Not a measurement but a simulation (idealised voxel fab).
A process module follows: voxel ribs on slabs.
cross-section cut | 220 nm wide | cells 5 nm
A cross-section is written here as square cells arranged in a grid, and it is given in bands from the top down, each band taking up one or more rows of cells. Quick guide to a band line: top height, bottom height (nm) up front; then every material left to right with its width in nm. Only one material and it's marked "edge to edge"? Then it fills the band edge to edge. And "blank" just means empty space. Zero point of the height axis is 0; under it, received wafer = one material. Lowest band: continues down indefinitely, "top 0, no bottom". Width: "30..40" (first number = top row, second number = bottom row, same change from row to row of cells). "nothing got changed" -> step changed no cross-section cell. "Enclosed internal cavities" specifies each empty space that is not open to the top and that occupies no fewer than 8 cells, using the form width x height at distance, the distance measured from the left edge and all three quantities in nm. The remark found on a step's line after its settings is issued by the simulator itself and pertains to that step. The setting "overlay nm" may be written on the line of a step. When the step uses a mask, the value reports how far to the right of the planned place the mask lay, and a negative value reports that it lay to the left.

PLANNED PROCESS STEPS
1. RECEIVE | material Si
2. DIRECTIONAL_DEP | material SiO2 | thk nm 20
3. DIRECTIONAL_DEP | material SiN | thk nm 15
4. PATTERN | tone cover | mask id RIB | material resist | width nm 20 | thk nm 15 | overlay nm 0
5. DIRECTIONAL_ETCH | etch materials SiN | depth nm 10
6. STRIP | etch materials resist
7. PATTERN | tone cover | mask id SLAB | material resist | width nm 60 | thk nm 20 | overlay nm 0
8. DIRECTIONAL_ETCH | etch materials SiN | depth nm 5
9. STRIP | etch materials resist
10. FILL_DEP | material SiO2 | thk nm 20
11. CMP | height nm 45
12. DIRECTIONAL_DEP | material W | thk nm 5
13. PATTERN | tone cover | mask id HEATER | material resist | width nm 30 | thk nm 20 | overlay nm 0
14. DIRECTIONAL_ETCH | etch materials W | depth nm 5
15. STRIP | etch materials resist
16. CONFORMAL_DEP | material SiN | thk nm 10

FIRST WAFER OF TWO (RUN AS PLANNED)

CROSS-SECTION OF THE WAFER UPON ARRIVAL, REPRESENTING THE STATE REACHED AFTER STEP 1
top 0, no bottom: Si edge to edge
Enclosed internal cavities: none

AFTER STEP 2
top 20, bottom 0: SiO2 edge to edge
All layers under 0 are left as they were.

AFTER STEP 3
top 35, bottom 20: SiN edge to edge
All layers under 20 are left as they were.

AFTER STEP 4
top 50, bottom 35: blank=100 / resist=20 / blank=100
All layers under 35 are left as they were.

AFTER STEP 5
top 50, bottom 35: blank=100 / resist=20 / blank=100
top 35, bottom 25: blank=100 / SiN=20 / blank=100
All layers under 25 are left as they were.

AFTER STEP 6
top 35, bottom 25: blank=100 / SiN=20 / blank=100
All layers under 25 are left as they were.

AFTER STEP 7
top 55, bottom 35: blank=80 / resist=60 / blank=80
top 35, bottom 25: blank=80 / resist=20 / SiN=20 / resist=20 / blank=80
All layers under 25 are left as they were.

AFTER STEP 8
top 55, bottom 35: blank=80 / resist=60 / blank=80
top 35, bottom 25: blank=80 / resist=20 / SiN=20 / resist=20 / blank=80
top 25, bottom 20: blank=80 / SiN=60 / blank=80
All layers under 20 are left as they were.

AFTER STEP 9
top 35, bottom 25: blank=100 / SiN=20 / blank=100
All layers under 25 are left as they were.

AFTER STEP 10
top 55, bottom 35: SiO2 edge to edge
top 35, bottom 25: SiO2=100 / SiN=20 / SiO2=100
top 25, bottom 20: SiO2=80 / SiN=60 / SiO2=80
All layers under 20 are left as they were.

AFTER STEP 11
top 45, bottom 35: SiO2 edge to edge
All layers under 35 are left as they were.

AFTER STEP 12
top 50, bottom 45: W edge to edge
All layers under 45 are left as they were.

AFTER STEP 13
top 70, bottom 50: blank=95 / resist=30 / blank=95
All layers under 50 are left as they were.

AFTER STEP 14
top 70, bottom 50: blank=95 / resist=30 / blank=95
top 50, bottom 45: blank=95 / W=30 / blank=95
All layers under 45 are left as they were.

AFTER STEP 15
top 50, bottom 45: blank=95 / W=30 / blank=95
All layers under 45 are left as they were.

AFTER STEP 16
top 60, bottom 55: blank=85 / SiN=50 / blank=85
top 55, bottom 50: SiN edge to edge
top 50, bottom 45: SiN=95 / W=30 / SiN=95
All layers under 45 are left as they were.

SECOND WAFER, SAME STARTING STATE AND PLAN AS THE FIRST, ONE MISTAKE IN THE RUN, IDENTICAL THROUGH STEP 6

LOOK AT THE SECOND WAFER IN CROSS-SECTION AT THE TIME STEP 7 OUGHT TO HAVE FINISHED
top 55, bottom 35: blank=90 / resist=60 / blank=70
top 35, bottom 25: blank=90 / resist=10 / SiN=20 / resist=30 / blank=70
All layers under 25 are left as they were.

LOOK AT THE SECOND WAFER IN CROSS-SECTION AT THE TIME STEP 8 OUGHT TO HAVE FINISHED
top 55, bottom 35: blank=90 / resist=60 / blank=70
top 35, bottom 25: blank=90 / resist=10 / SiN=20 / resist=30 / blank=70
top 25, bottom 20: blank=90 / SiN=60 / blank=70
All layers under 20 are left as they were.

LOOK AT THE SECOND WAFER IN CROSS-SECTION AT THE TIME STEP 9 OUGHT TO HAVE FINISHED
top 35, bottom 25: blank=100 / SiN=20 / blank=100
All layers under 25 are left as they were.

LOOK AT THE SECOND WAFER IN CROSS-SECTION AT THE TIME STEP 10 OUGHT TO HAVE FINISHED
top 55, bottom 35: SiO2 edge to edge
top 35, bottom 25: SiO2=100 / SiN=20 / SiO2=100
top 25, bottom 20: SiO2=90 / SiN=60 / SiO2=70
All layers under 20 are left as they were.

LOOK AT THE SECOND WAFER IN CROSS-SECTION AT THE TIME STEP 11 OUGHT TO HAVE FINISHED
top 45, bottom 35: SiO2 edge to edge
All layers under 35 are left as they were.

LOOK AT THE SECOND WAFER IN CROSS-SECTION AT THE TIME STEP 12 OUGHT TO HAVE FINISHED
top 50, bottom 45: W edge to edge
All layers under 45 are left as they were.

LOOK AT THE SECOND WAFER IN CROSS-SECTION AT THE TIME STEP 13 OUGHT TO HAVE FINISHED
top 70, bottom 50: blank=95 / resist=30 / blank=95
All layers under 50 are left as they were.

LOOK AT THE SECOND WAFER IN CROSS-SECTION AT THE TIME STEP 14 OUGHT TO HAVE FINISHED
top 70, bottom 50: blank=95 / resist=30 / blank=95
top 50, bottom 45: blank=95 / W=30 / blank=95
All layers under 45 are left as they were.

LOOK AT THE SECOND WAFER IN CROSS-SECTION AT THE TIME STEP 15 OUGHT TO HAVE FINISHED
top 50, bottom 45: blank=95 / W=30 / blank=95
All layers under 45 are left as they were.

LOOK AT THE SECOND WAFER IN CROSS-SECTION AT THE TIME STEP 16 OUGHT TO HAVE FINISHED
top 60, bottom 55: blank=85 / SiN=50 / blank=85
top 55, bottom 50: SiN edge to edge
top 50, bottom 45: SiN=95 / W=30 / SiN=95
All layers under 45 are left as they were.
Which mistake was made when the wafer was run? step 7 was not run as planned; what actually ran was PATTERN | tone cover | mask id SLAB | material resist | width nm 60 | thk nm 20 | overlay nm 10
In the final comparison it is observed that the number of cells assigned to each material is identical for the two wafers, whereas their placement is not.
